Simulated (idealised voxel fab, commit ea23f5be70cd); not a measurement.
The process module that follows is named voxel self aligned vias.
Section shown: cut. Width: 270 nm. Cell size: 5 nm, square.
Cross-section = grid of square cells, listed top down in bands; band = one or more rows.
Band entry format. Leading values: height of top, height of bottom, nm. Remainder: materials in left-to-right order, each with its width in nm. Special words: "everywhere" on a single material, which then fills the band edge to edge; "air", empty space.
Basically, 0 is our baseline, since under it the wafer straight out of the box is all one material. The bottom band has no lower end and keeps on going down, so it looks like "0 down".
You'd read "30->40" like this: the band's top row of cells is as wide as the first number, its bottom row is as wide as the second, and going down, every row changes width by the same amount as the row before did.
When a step is marked "changes: none", none of the cells in the cross-section changed during that step.
Entry "Enclosed internal cavities" = empty spaces >= 8 cells with no open way to the top; each as width x height at distance, distance from left edge, all nm.
Note: text after step settings on the step line = simulator remark on that step.
Each step line may optionally specify "overlay nm", which for a step with a mask gives the rightward distance between the mask's planned place and where it lay, a negative value indicating the leftward direction.

Listed below are the process steps as planned
1: RECEIVE, material Si
2: CONFORMAL_DEP, material SiO2, thk nm 10
3: CONFORMAL_DEP, material SiCN, thk nm 5
4: DIRECTIONAL_DEP, material lowk, thk nm 20
5: MASKED_ETCH, tone open, mask id LINES, width nm 20, pitch nm 70, etch materials lowk, depth nm 20, overlay nm 0
6: CONFORMAL_DEP, material TiN, thk nm 5
7: FILL_DEP, material Ru, thk nm 10
8: CMP, height nm 35
9: SELECTIVE_ETCH, etch materials W Ru TiN, depth nm 5
10: FILL_DEP, material SiN, thk nm 5
11: CMP, height nm 35
12: DIRECTIONAL_DEP, material lowk, thk nm 20
13: DIRECTIONAL_DEP, material aC, thk nm 15
14: PATTERN, tone open, mask id VIAS, material resist, width nm 40, pitch nm 70, thk nm 30, overlay nm 0
15: DIRECTIONAL_ETCH, etch materials aC, depth nm 15
16: STRIP, etch materials resist
17: DIRECTIONAL_ETCH, etch materials lowk, depth nm 20
18: DIRECTIONAL_ETCH, etch materials SiN, depth nm 5
19: STRIP, etch materials aC
20: CONFORMAL_DEP, material TiN, thk nm 5
21: FILL_DEP, material Ru, thk nm 10
22: CMP, height nm 55
23: CONFORMAL_DEP, material SiCN, thk nm 5

Cross-section of the incoming wafer, state after step 1
- 0 down  Si everywhere
- Enclosed internal cavities: none

Here's the wafer cut in cross-section after the module, started and planned just like above, except one thing was done wrong in the run
- 60 to 55  SiCN everywhere
- 55 to 40  70 lowk / 5 TiN / 30 Ru / 5 TiN / 30 lowk / 5 TiN / 30 Ru / 5 TiN / 90 lowk
- 40 to 35  70 lowk / 25 TiN / 10 Ru / 5 TiN / 30 lowk / 25 TiN / 10 Ru / 5 TiN / 90 lowk
- 35 to 30  90 lowk / 20 TiN / 50 lowk / 20 TiN / 90 lowk
- 30 to 20  90 lowk / 5 TiN / 10 Ru / 5 TiN / 50 lowk / 5 TiN / 10 Ru / 5 TiN / 90 lowk
- 20 to 15  90 lowk / 20 TiN / 50 lowk / 20 TiN / 90 lowk
- 15 to 10  SiCN everywhere
- 10 to 0  SiO2 everywhere
- 0 down  Si everywhere
- Enclosed internal cavities: none
What broke from the plan during processing? step 14 ran as: PATTERN, tone open, mask id VIAS, material resist, width nm 40, pitch nm 70, thk nm 30, overlay nm -10
